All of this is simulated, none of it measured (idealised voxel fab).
voxel transistor to metal: a process module
The cross-section shown here is cut; it is 185 nm wide and divided into square cells measuring 5 nm on a side.
In what follows, cross-sections appear as grids of square cells, described through bands that run from the top down, where every band is one or more rows of cells. Top, bottom (nm), then materials left to right with widths (nm); lone material tagged "full width" fills the whole band edge to edge; "empty" = empty space. Height datum 0, below which the as-received substrate wafer is one material. Lowest band open at the bottom, running downward: "0 and below". Read "30..40" as a graded width: first number on top, second number at the bottom, same change between each pair of neighbouring rows. Take "stayed the same" at face value: in the step it is given for, the cross-section changed in none of its cells. The label "Enclosed void listing" introduces a list of the empty spaces, 8 cells or larger, that have no open way up to the top; each entry in it reads width x height at distance, where the distance is taken from the left edge and all three are stated in nm. Step line, after settings: the simulator's comment on this step. overlay nm: step with mask; distance mask lay right of planned place; negative value = left of planned place.

Steps in the process plan:
step 1: RECEIVE: material Si
step 2: OXIDIZE: depth nm 5
step 3: CONFORMAL_DEP: material SiN, thk nm 10
step 4: PATTERN: tone cover, mask id ACTIVE, material resist, width nm 115, thk nm 15, overlay nm 0
step 5: DIRECTIONAL_ETCH: etch materials SiN, depth nm 10
step 6: DIRECTIONAL_ETCH: etch materials SiO2, depth nm 5
step 7: DIRECTIONAL_ETCH: etch materials Si, depth nm 25
step 8: STRIP: etch materials resist
step 9: OXIDIZE: depth nm 5
step 10: FILL_DEP: material SiO2, thk nm 5
step 11: CMP: height nm 10
step 12: SELECTIVE_ETCH: etch materials SiO2, depth nm 5
step 13: STRIP: etch materials SiN
step 14: SELECTIVE_ETCH: etch materials SiO2, depth nm 5
step 15: OXIDIZE: depth nm 5
step 16: DIRECTIONAL_DEP: material polySi, thk nm 25
step 17: DIRECTIONAL_DEP: material SiCN, thk nm 10
step 18: MASKED_ETCH: tone cover, mask id GATE, width nm 35, etch materials SiCN, depth nm 20, overlay nm 0
step 19: MASKED_ETCH: tone cover, mask id GATE, width nm 35, etch materials polySi, depth nm 35, overlay nm 0
step 20: CONFORMAL_DEP: material SiN, thk nm 10
step 21: DIRECTIONAL_ETCH: etch materials SiN, depth nm 10
step 22: DIRECTIONAL_ETCH: etch materials SiO2, depth nm 5
step 23: DIRECTIONAL_ETCH: etch materials Si, depth nm 10
step 24: EPI: material pSi, thk nm 15
step 25: FILL_DEP: material SiO2, thk nm 5
step 26: CMP: height nm 20
step 27: STRIP: etch materials polySi
step 28: SELECTIVE_ETCH: etch materials SiO2, depth nm 5
step 29: CONFORMAL_DEP: material HfO2, thk nm 5
step 30: CONFORMAL_DEP: material TiN, thk nm 5
step 31: FILL_DEP: material W, thk nm 5
step 32: CMP: height nm 15
step 33: DIRECTIONAL_DEP: material SiO2, thk nm 10
step 34: DIRECTIONAL_DEP: material aC, thk nm 15
step 35: PATTERN: tone open, mask id CONTACT, material resist, width nm 15, pitch nm 90, thk nm 35, overlay nm 0
step 36: DIRECTIONAL_ETCH: etch materials aC, depth nm 15
step 37: STRIP: etch materials resist
step 38: DIRECTIONAL_ETCH: etch materials SiO2, depth nm 30
step 39: STRIP: etch materials aC
step 40: CONFORMAL_DEP: material TiN, thk nm 5
step 41: FILL_DEP: material W, thk nm 10
step 42: CMP: height nm 25
step 43: DIRECTIONAL_DEP: material TiN, thk nm 5
step 44: DIRECTIONAL_DEP: material Ru, thk nm 20
step 45: MASKED_ETCH: tone cover, mask id METAL_1, width nm 15, pitch nm 90, etch materials Ru, depth nm 20, overlay nm 0
step 46: MASKED_ETCH: tone cover, mask id METAL_1, width nm 15, pitch nm 90, etch materials TiN, depth nm 5, overlay nm 0
step 47: CONFORMAL_DEP: material SiN, thk nm 5
step 48: FILL_DEP: material SiO2, thk nm 10
step 49: CMP: height nm 50
step 50: CONFORMAL_DEP: material SiCN, thk nm 5
Be aware that, although all wafers share a common starting state, the depth nm at step 7 differs among them, and the plan displays the first wafer's value.

The first of several wafers in cross-section, exactly as it reached us after step 1:
> 0 and below: Si full width
> Enclosed void listing: none

Module end state after final step 50: cross-section of the first of several wafers:
> 55 down to 50: SiCN full width
> 50 down to 30: SiO2=35 | SiN=5 | Ru=15 | SiN=5 | SiO2=65 | SiN=5 | Ru=15 | SiN=5 | SiO2=35
> 30 down to 25: SiN=40 | TiN=15 | SiN=75 | TiN=15 | SiN=40
> 25 down to 15: SiO2=40 | TiN=5 | W=5 | TiN=5 | SiO2=75 | TiN=5 | W=5 | TiN=5 | SiO2=40
> 15 down to 10: SiO2=40 | TiN=5 | W=5 | TiN=5 | SiO2=10 | SiN=10 | HfO2=5 | TiN=5 | W=15 | TiN=5 | HfO2=5 | SiN=10 | SiO2=10 | TiN=5 | W=5 | TiN=5 | SiO2=40
> 10 down to 5: SiO2=40 | TiN=15 | SiO2=10 | SiN=10 | HfO2=5 | TiN=5 | W=15 | TiN=5 | HfO2=5 | SiN=10 | SiO2=10 | TiN=15 | SiO2=40
> 5 down to 0: SiO2=40 | TiN=10 | pSi=15 | SiN=10 | HfO2=5 | TiN=5 | W=15 | TiN=5 | HfO2=5 | SiN=10 | pSi=15 | TiN=10 | SiO2=40
> 0 down to -5: SiO2=30 | SiN=10 | TiN=10 | pSi=15 | SiN=10 | HfO2=5 | TiN=25 | HfO2=5 | SiN=10 | pSi=15 | TiN=10 | SiN=10 | SiO2=30
> -5 down to -10: SiO2=40 | pSi=25 | SiO2=5 | HfO2=45 | SiO2=5 | pSi=25 | SiO2=40
> -10 down to -20: SiO2=40 | pSi=25 | Si=55 | pSi=25 | SiO2=40
> -20 down to -35: SiO2=40 | Si=105 | SiO2=40
> -35 and below: Si full width
> Enclosed void listing: none

Cross-section, module end, final of several wafers:
> 55 down to 50: SiCN full width
> 50 down to 30: SiO2=35 | SiN=5 | Ru=15 | SiN=5 | SiO2=65 | SiN=5 | Ru=15 | SiN=5 | SiO2=35
> 30 down to 25: SiN=40 | TiN=15 | SiN=75 | TiN=15 | SiN=40
> 25 down to 15: SiO2=40 | TiN=5 | W=5 | TiN=5 | SiO2=75 | TiN=5 | W=5 | TiN=5 | SiO2=40
> 15 down to 10: SiO2=40 | TiN=5 | W=5 | TiN=5 | SiO2=10 | SiN=10 | HfO2=5 | TiN=5 | W=15 | TiN=5 | HfO2=5 | SiN=10 | SiO2=10 | TiN=5 | W=5 | TiN=5 | SiO2=40
> 10 down to 5: SiO2=40 | TiN=15 | SiO2=10 | SiN=10 | HfO2=5 | TiN=5 | W=15 | TiN=5 | HfO2=5 | SiN=10 | SiO2=10 | TiN=15 | SiO2=40
> 5 down to 0: SiO2=40 | TiN=10 | pSi=15 | SiN=10 | HfO2=5 | TiN=5 | W=15 | TiN=5 | HfO2=5 | SiN=10 | pSi=15 | TiN=10 | SiO2=40
> 0 down to -5: SiO2=30 | SiN=10 | TiN=10 | pSi=15 | SiN=10 | HfO2=5 | TiN=25 | HfO2=5 | SiN=10 | pSi=15 | TiN=10 | SiN=10 | SiO2=30
> -5 down to -10: SiO2=40 | pSi=25 | SiO2=5 | HfO2=45 | SiO2=5 | pSi=25 | SiO2=40
> -10 down to -20: SiO2=40 | pSi=25 | Si=55 | pSi=25 | SiO2=40
> -20 down to -60: SiO2=40 | Si=105 | SiO2=40
> -60 and below: Si full width
> Enclosed void listing: none

Per wafer (row), end of module: delta in cells per material since receipt, (+) for gained, (-) for lost; closed voids after that:
depth nm 25; +17 HfO2; +24 Ru; -174 Si; +37 SiCN; +67 SiN; +336 SiO2; +43 TiN; +15 W; +42 pSi; Enclosed void listing: none
depth nm 30; +17 HfO2; +24 Ru; -190 Si; +37 SiCN; +67 SiN; +352 SiO2; +43 TiN; +15 W; +42 pSi; Enclosed void listing: none
depth nm 35; +17 HfO2; +24 Ru; -206 Si; +37 SiCN; +67 SiN; +368 SiO2; +43 TiN; +15 W; +42 pSi; Enclosed void listing: none
depth nm 40; +17 HfO2; +24 Ru; -222 Si; +37 SiCN; +67 SiN; +384 SiO2; +43 TiN; +15 W; +42 pSi; Enclosed void listing: none
depth nm 45; +17 HfO2; +24 Ru; -238 Si; +37 SiCN; +67 SiN; +400 SiO2; +43 TiN; +15 W; +42 pSi; Enclosed void listing: none
depth nm 50; +17 HfO2; +24 Ru; -254 Si; +37 SiCN; +67 SiN; +416 SiO2; +43 TiN; +15 W; +42 pSi; Enclosed void listing: none
